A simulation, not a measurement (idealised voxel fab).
Process module heading - voxel ribs on slabs
The cross-section shown here is cut; it is 155 nm wide and divided into square cells measuring 5 nm on a side.
Notation: cross-section as square-cell grid; stated in bands, top first, going down; one or more cell rows per band. In this notation a band is specified by the heights of its top and bottom, in that order and in nm, after which its materials appear from left to right, each paired with its width in nm. The word "throughout" attached to a single material means that material fills the band from edge to edge; the word "empty" stands for empty space. Where do heights start? At 0: under that level the wafer as delivered is made of one material only. And the lowest band has no floor; it just carries on downward, as in "0 nm and below". It should be noted that a width expressed as "30->40" varies in equal increments from row to row of cells within the band, taking the value of the first number at the top row and that of the second number at the bottom row. Step marked "left unchanged"? Then no cell in the cross-section changed in it. The list in "Voids lacking openings" covers empty spaces of 8 cells or more that cannot reach the top through any open way, and it gives each as width x height at distance; the distance is from the left edge, and width, height and distance are in nm. Step line, after settings: the simulator's comment on this step. The "overlay nm" setting may appear on a step's line; for a step that uses a mask, it gives how far to the right of its planned position the mask lay, and a negative value indicates the left.

The steps planned for the process are as follows
1 RECEIVE: material Si
2 DIRECTIONAL_DEP: material SiO2, thk nm 20
3 DIRECTIONAL_DEP: material polySi, thk nm 25
4 PATTERN: tone cover, mask id RIB, material resist, width nm 25, thk nm 15, overlay nm 0
5 DIRECTIONAL_ETCH: etch materials polySi, depth nm 5
6 STRIP: etch materials resist
7 MASKED_ETCH: tone cover, mask id SLAB, width nm 85, etch materials polySi, depth nm 20, overlay nm 0
8 FILL_DEP: material SiO2, thk nm 30
9 CMP: height nm 65
10 DIRECTIONAL_DEP: material TiN, thk nm 10
11 DIRECTIONAL_DEP: material aC, thk nm 10
12 PATTERN: tone cover, mask id HEATER, material resist, width nm 35, thk nm 30, overlay nm 0
13 DIRECTIONAL_ETCH: etch materials aC, depth nm 10
14 STRIP: etch materials resist
15 DIRECTIONAL_ETCH: etch materials TiN, depth nm 10
16 STRIP: etch materials aC
17 CONFORMAL_DEP: material SiN, thk nm 10

As-received wafer cross-section (after step 1)
	0 nm and below  Si throughout
	Voids lacking openings: none

What the wafer looks like in cross-section after this module, when it starts as shown above and follows the plan above but one mistake is made in running it
	85 nm to 75 nm  empty 50, SiN 55, empty 50
	75 nm to 65 nm  SiN 60, TiN 35, SiN 60
	65 nm to 45 nm  SiO2 throughout
	45 nm to 30 nm  SiO2 65, polySi 25, SiO2 65
	30 nm to 20 nm  SiO2 35, polySi 85, SiO2 35
	20 nm to 0 nm  SiO2 throughout
	0 nm and below  Si throughout
	Voids lacking openings: none
The mistake made against the process plan was this: step 5 ran with different settings than intended, the actual operation and settings being DIRECTIONAL_ETCH: etch materials polySi, depth nm 15
